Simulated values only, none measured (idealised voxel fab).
Process module heading - voxel gate over fins
Xsec cut, 255 nm wide, square cell size 5 nm.
A cross-section in this document is a grid of square cells, and it is written down as bands, the top band listed before the ones below it; a band is made up of one or more rows of cells.
Each band's line starts with the height of the band's top and of its bottom, in nm. Then come its materials from left to right, each with its width in nm. One material with "everywhere" fills the band from edge to edge. "empty" is empty space.
Measure heights from 0. That's the level where, below it, the as-received wafer is all one material. The lowest band is bottomless and extends downward; write it as in "z 0 and below".
The width entry "30..40" should be interpreted row by row: the top row of cells in the band takes the first number, the bottom row takes the second number, and the change between adjacent rows is uniform throughout.
The designation "no modifications", where it is given for a processing step, indicates that no cell of the cross-section was altered in the course of that step.
"Cavities, closed" means: voids of 8 cells or more that are shut off from the top with no open way through. Written width x height at distance, distance from the left edge, in nm.
Where a step's line continues beyond its settings, the continuation is a remark by the simulator itself on that step.
A step's line can hold "overlay nm"; with a mask on that step, the setting says how far right of the planned place the mask lay, while a negative setting says it lay to the left.

### The planned process steps are enumerated hereunder
1: RECEIVE | material Si
2: CONFORMAL_DEP | material SiN | thk nm 5
3: MASKED_ETCH | tone cover | mask id FINS | width nm 15 | pitch nm 55 | etch materials SiN | depth nm 5 | overlay nm 0
4: MASKED_ETCH | tone cover | mask id FINS | width nm 15 | pitch nm 55 | etch materials Si | depth nm 40 | overlay nm 0
5: FILL_DEP | material SiO2 | thk nm 5
6: CMP | height nm 5
7: PATTERN | tone open | mask id RAIL | material resist | width nm 15 | thk nm 20 | overlay nm 0
8: DIRECTIONAL_ETCH | etch materials SiO2 | depth nm 40
9: STRIP | etch materials resist
10: CONFORMAL_DEP | material TiN | thk nm 5
11: FILL_DEP | material Ru | thk nm 5
12: CMP | height nm 5
13: SELECTIVE_ETCH | etch materials W Ru TiN | depth nm 25
14: FILL_DEP | material SiO2 | thk nm 5
15: CMP | height nm 5
16: SELECTIVE_ETCH | etch materials SiO2 | depth nm 15
17: STRIP | etch materials SiN
18: CONFORMAL_DEP | material HfO2 | thk nm 5
19: CONFORMAL_DEP | material TiN | thk nm 5
20: CONFORMAL_DEP | material TiAl | thk nm 5
21: CONFORMAL_DEP | material TiN | thk nm 5
22: FILL_DEP | material W | thk nm 15
23: CMP | height nm 30
24: CONFORMAL_DEP | material SiN | thk nm 10

### Cross-section of the wafer as it came to us, i.e., already through step 1
> z 0 and below = Si everywhere
> Cavities, closed: none

### Sectioned view, first of two wafers, at the close of the module, processed as intended in the plan
> z 40 to 30 = SiN everywhere
> z 30 to 20 = W everywhere
> z 20 to 15 = 15 W | 220 TiN | 20 W
> z 15 to 10 = 15 W | 5 TiN | 45 TiAl | 10 TiN | 45 TiAl | 10 TiN | 45 TiAl | 10 TiN | 45 TiAl | 5 TiN | 20 W
> z 10 to 5 = 20 TiN | 5 TiAl | 35 TiN | 5 TiAl | 10 TiN | 5 TiAl | 35 TiN | 5 TiAl | 10 TiN | 5 TiAl | 35 TiN | 5 TiAl | 10 TiN | 5 TiAl | 35 TiN | 5 TiAl | 25 TiN
> z 5 to 0 = 25 TiAl | 5 TiN | 25 HfO2 | 5 TiN | 20 TiAl | 5 TiN | 25 HfO2 | 5 TiN | 20 TiAl | 5 TiN | 25 HfO2 | 5 TiN | 20 TiAl | 5 TiN | 25 HfO2 | 5 TiN | 30 TiAl
> z 0 to -5 = 30 TiN | 5 HfO2 | 15 Si | 5 HfO2 | 30 TiN | 5 HfO2 | 15 Si | 5 HfO2 | 30 TiN | 5 HfO2 | 15 Si | 5 HfO2 | 30 TiN | 5 HfO2 | 15 Si | 5 HfO2 | 35 TiN
> z -5 to -10 = 35 HfO2 | 15 Si | 40 HfO2 | 15 Si | 40 HfO2 | 15 Si | 40 HfO2 | 15 Si | 40 HfO2
> z -10 to -20 = 35 SiO2 | 15 Si | 40 SiO2 | 15 Si | 40 SiO2 | 15 Si | 40 SiO2 | 15 Si | 40 SiO2
> z -20 to -30 = 35 SiO2 | 15 Si | 10 SiO2 | 5 TiN | 5 Ru | 5 TiN | 15 SiO2 | 15 Si | 40 SiO2 | 15 Si | 40 SiO2 | 15 Si | 40 SiO2
> z -30 to -35 = 35 SiO2 | 15 Si | 10 SiO2 | 15 TiN | 15 SiO2 | 15 Si | 40 SiO2 | 15 Si | 40 SiO2 | 15 Si | 40 SiO2
> z -35 to -40 = 35 SiO2 | 15 Si | 40 SiO2 | 15 Si | 40 SiO2 | 15 Si | 40 SiO2 | 15 Si | 40 SiO2
> z -40 and below = Si everywhere
> Cavities, closed: none

### End-of-module cross-section of the second wafer: identical starting point and process plan to the first, with one processing mistake
> z 40 to 30 = SiN everywhere
> z 30 to 15 = W everywhere
> z 15 to 10 = 20 W | 45 TiN | 10 W | 45 TiN | 10 W | 45 TiN | 10 W | 45 TiN | 25 W
> z 10 to 5 = 20 W | 5 TiN | 35 TiAl | 5 TiN | 10 W | 5 TiN | 35 TiAl | 5 TiN | 10 W | 5 TiN | 35 TiAl | 5 TiN | 10 W | 5 TiN | 35 TiAl | 5 TiN | 25 W
> z 5 to 0 = 25 TiN | 5 TiAl | 25 TiN | 5 TiAl | 20 TiN | 5 TiAl | 25 TiN | 5 TiAl | 20 TiN | 5 TiAl | 25 TiN | 5 TiAl | 20 TiN | 5 TiAl | 25 TiN | 5 TiAl | 30 TiN
> z 0 to -5 = 30 TiAl | 5 TiN | 15 Si | 5 TiN | 30 TiAl | 5 TiN | 15 Si | 5 TiN | 30 TiAl | 5 TiN | 15 Si | 5 TiN | 30 TiAl | 5 TiN | 15 Si | 5 TiN | 35 TiAl
> z -5 to -10 = 35 TiN | 15 Si | 40 TiN | 15 Si | 40 TiN | 15 Si | 40 TiN | 15 Si | 40 TiN
> z -10 to -20 = 35 SiO2 | 15 Si | 40 SiO2 | 15 Si | 40 SiO2 | 15 Si | 40 SiO2 | 15 Si | 40 SiO2
> z -20 to -30 = 35 SiO2 | 15 Si | 10 SiO2 | 5 TiN | 5 Ru | 5 TiN | 15 SiO2 | 15 Si | 40 SiO2 | 15 Si | 40 SiO2 | 15 Si | 40 SiO2
> z -30 to -35 = 35 SiO2 | 15 Si | 10 SiO2 | 15 TiN | 15 SiO2 | 15 Si | 40 SiO2 | 15 Si | 40 SiO2 | 15 Si | 40 SiO2
> z -35 to -40 = 35 SiO2 | 15 Si | 40 SiO2 | 15 Si | 40 SiO2 | 15 Si | 40 SiO2 | 15 Si | 40 SiO2
> z -40 and below = Si everywhere
> Cavities, closed: none
Processing error: step 18 in the plan did not get run; it was skipped
Materials where the second wafer ends with more or fewer cells than the first: HfO2 -67; W +67
